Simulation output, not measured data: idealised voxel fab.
process module | voxel air gaps
Xsec cut, 250 nm wide, square cell size 5 nm.
Cross-section layout: square cells on a grid; listed as bands, top to bottom; a band spans one or more cell rows. This entry defines a band. It first specifies the height of the band's top and the height of its bottom in nm, and then specifies the band's materials from left to right, stating each material with its width in nm. The word "full width" identifies a single material that fills the band from edge to edge, while the word "blank" identifies empty space. Height is counted from the level 0, under which the received wafer is composed throughout of one material. The lowest of the bands is not closed at the bottom but continues downward, in the notation "top 0, no bottom". A two-number width, for instance "30 to 40", indicates that the width is equal to the first number in the top row of the band and to the second number in the bottom row, and that it changes by a constant amount per row of cells. Key: "no change occurred" - step with no changed cell in the cross-section. In "Entrapped voids" the enclosed voids are listed, meaning empty spaces of 8 cells or larger without any opening to the top. The form is width x height at distance, distance from the left edge, units nm. Step line, after settings: the simulator's comment on this step. If you see "overlay nm" on a step's line and that step has a mask, it's telling you how far right of where it was planned the mask ended up; a negative number means it went left instead.

### Steps in the process plan
| 1 | RECEIVE: material Si |
| 2 | CONFORMAL_DEP: material SiO2, thk nm 10 |
| 3 | CONFORMAL_DEP: material SiN, thk nm 5 |
| 4 | DIRECTIONAL_DEP: material lowk, thk nm 30 |
| 5 | DIRECTIONAL_DEP: material aC, thk nm 15 |
| 6 | PATTERN: tone open, mask id LINES, material resist, width nm 15, pitch nm 40, thk nm 35, overlay nm 0 |
| 7 | DIRECTIONAL_ETCH: etch materials aC, depth nm 15 |
| 8 | STRIP: etch materials resist |
| 9 | DIRECTIONAL_ETCH: etch materials lowk, depth nm 30 |
| 10 | STRIP: etch materials aC |
| 11 | CONFORMAL_DEP: material TiN, thk nm 5 |
| 12 | FILL_DEP: material Cu, thk nm 5 |
| 13 | CMP: height nm 45 |
| 14 | EPI: material Ru, thk nm 10 |
| 15 | SELECTIVE_ETCH: etch materials lowk, depth nm 40 |
| 16 | CONFORMAL_DEP: material SiN, thk nm 5 |

### Cross-sectional view of the wafer in its as-received condition, corresponding to the state after step 1
* top 0, no bottom  Si full width
* Entrapped voids: none

### Same starting wafer, same plan as above, one mistake in the execution; this is the cross-section at the end of the module
* top 60, bottom 55  SiN full width
* top 55, bottom 45  Ru full width
* top 45, bottom 40  Cu full width
* top 40, bottom 35  TiN: 60, then Cu: 5, then TiN: 35, then Cu: 5, then TiN: 35, then Cu: 5, then TiN: 35, then Cu: 5, then TiN: 65
* top 35, bottom 20  lowk: 55, then TiN: 5, then Cu: 5, then TiN: 5, then lowk: 25, then TiN: 5, then Cu: 5, then TiN: 5, then lowk: 25, then TiN: 5, then Cu: 5, then TiN: 5, then lowk: 25, then TiN: 5, then Cu: 5, then TiN: 5, then lowk: 60
* top 20, bottom 15  lowk: 55, then TiN: 15, then lowk: 25, then TiN: 15, then lowk: 25, then TiN: 15, then lowk: 25, then TiN: 15, then lowk: 60
* top 15, bottom 10  SiN full width
* top 10, bottom 0  SiO2 full width
* top 0, no bottom  Si full width
* Entrapped voids: none
Where did the run depart from the plan? step 4 did not happen as planned, as run it was DIRECTIONAL_DEP: material lowk, thk nm 20
